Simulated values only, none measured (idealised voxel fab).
The process module that follows is named voxel self aligned vias.
In the cross-section labelled cut, the width is 250 nm and each square cell is 5 nm.
Square cells in a grid make up a cross-section in this document, and the grid is given as bands, listed from the top down, each one or more rows of cells.
Quick guide to a band line: top height, bottom height (nm) up front; then every material left to right with its width in nm. Only one material and it's marked "all across"? Then it fills the band edge to edge. And "empty" just means empty space.
Heights from 0 (as-received wafer is one material below). Bottom band endless downward, as "0..down".
The width entry "30 to 40" should be interpreted row by row: the top row of cells in the band takes the first number, the bottom row takes the second number, and the change between adjacent rows is uniform throughout.
"nothing was modified" after a step means that no cell of the cross-section changed.
Empty spaces counting at least 8 cells and having no open way to the top are listed in "Closed void register". The notation width x height at distance is used for each, the distance being from the left edge and all three values in nm.
Read whatever lies past the settings on a step's line as the simulator's own remark about the step.
overlay nm: mask right of planned place by this much (step with mask). Neg. = left.

plan:
1: RECEIVE: material Si
2: CONFORMAL_DEP: material SiO2, thk nm 10
3: CONFORMAL_DEP: material SiCN, thk nm 5
4: DIRECTIONAL_DEP: material lowk, thk nm 25
5: PATTERN: tone open, mask id LINES, material resist, width nm 30, pitch nm 65, thk nm 15, overlay nm 0
6: DIRECTIONAL_ETCH: etch materials lowk, depth nm 25
7: STRIP: etch materials resist
8: CONFORMAL_DEP: material TiN, thk nm 5
9: FILL_DEP: material Ru, thk nm 10
10: CMP: height nm 40
11: SELECTIVE_ETCH: etch materials W Ru TiN, depth nm 10
12: FILL_DEP: material SiN, thk nm 10
13: CMP: height nm 40
14: DIRECTIONAL_DEP: material lowk, thk nm 15
15: PATTERN: tone open, mask id VIAS, material resist, width nm 50, pitch nm 65, thk nm 20, overlay nm 0
16: DIRECTIONAL_ETCH: etch materials lowk, depth nm 15
17: DIRECTIONAL_ETCH: etch materials SiN, depth nm 10
18: STRIP: etch materials resist
19: CONFORMAL_DEP: material TiN, thk nm 5
20: FILL_DEP: material W, thk nm 5
21: CMP: height nm 55
22: CONFORMAL_DEP: material SiN, thk nm 5

as received, after step 1:
  0..down | Si all across
  Closed void register: none

Cross-sectional image of the first of two wafers at the end of the module, the run having proceeded as planned:
  60..55 | SiN all across
  55..45 | 35 of lowk; 5 of TiN; 40 of W; 5 of TiN; 15 of lowk; 5 of TiN; 40 of W; 5 of TiN; 15 of lowk; 5 of TiN; 40 of W; 5 of TiN; 35 of lowk
  45..35 | 35 to 45 of lowk; 15 to 5 of TiN; 20 of W; 15 to 5 of TiN; 15 to 35 of lowk; 15 to 5 of TiN; 20 of W; 15 to 5 of TiN; 15 to 35 of lowk; 15 to 5 of TiN; 20 of W; 15 to 5 of TiN; 35 to 45 of lowk
  35..30 | 45 of lowk; 30 of TiN; 35 of lowk; 30 of TiN; 35 of lowk; 30 of TiN; 45 of lowk
  30..20 | 45 of lowk; 5 of TiN; 20 of Ru; 5 of TiN; 35 of lowk; 5 of TiN; 20 of Ru; 5 of TiN; 35 of lowk; 5 of TiN; 20 of Ru; 5 of TiN; 45 of lowk
  20..15 | 45 of lowk; 30 of TiN; 35 of lowk; 30 of TiN; 35 of lowk; 30 of TiN; 45 of lowk
  15..10 | SiCN all across
  10..0 | SiO2 all across
  0..down | Si all across
  Closed void register: none

So this is wafer number two of the two, cut at the end of the module - it started where the first did and had the same plan, we just got one thing wrong running it:
  60..55 | SiN all across
  55..45 | 35 of lowk; 5 of TiN; 40 of W; 5 of TiN; 15 of lowk; 5 of TiN; 40 of W; 5 of TiN; 15 of lowk; 5 of TiN; 40 of W; 5 of TiN; 35 of lowk
  45..35 | 35 to 45 of lowk; 15 to 5 of TiN; 20 of W; 15 to 5 of TiN; 15 to 35 of lowk; 15 to 5 of TiN; 20 of W; 15 to 5 of TiN; 15 to 35 of lowk; 15 to 5 of TiN; 20 of W; 15 to 5 of TiN; 35 to 45 of lowk
  35..30 | 45 of lowk; 30 of TiN; 35 of lowk; 30 of TiN; 35 of lowk; 30 of TiN; 45 of lowk
  30..20 | 45 of lowk; 5 of TiN; 20 of Ru; 5 of TiN; 35 of lowk; 5 of TiN; 20 of Ru; 5 of TiN; 35 of lowk; 5 of TiN; 20 of Ru; 5 of TiN; 45 of lowk
  20..15 | 45 of lowk; 30 of TiN; 35 of lowk; 30 of TiN; 35 of lowk; 30 of TiN; 45 of lowk
  15..5 | SiO2 all across
  5..0 | SiCN all across
  0..down | Si all across
  Closed void register: none
Deviation from plan: plan vs actual: 2 and 3 interchanged
At the end, each material covers as many cells on the second wafer as it does on the first, though the cells it covers are elsewhere.
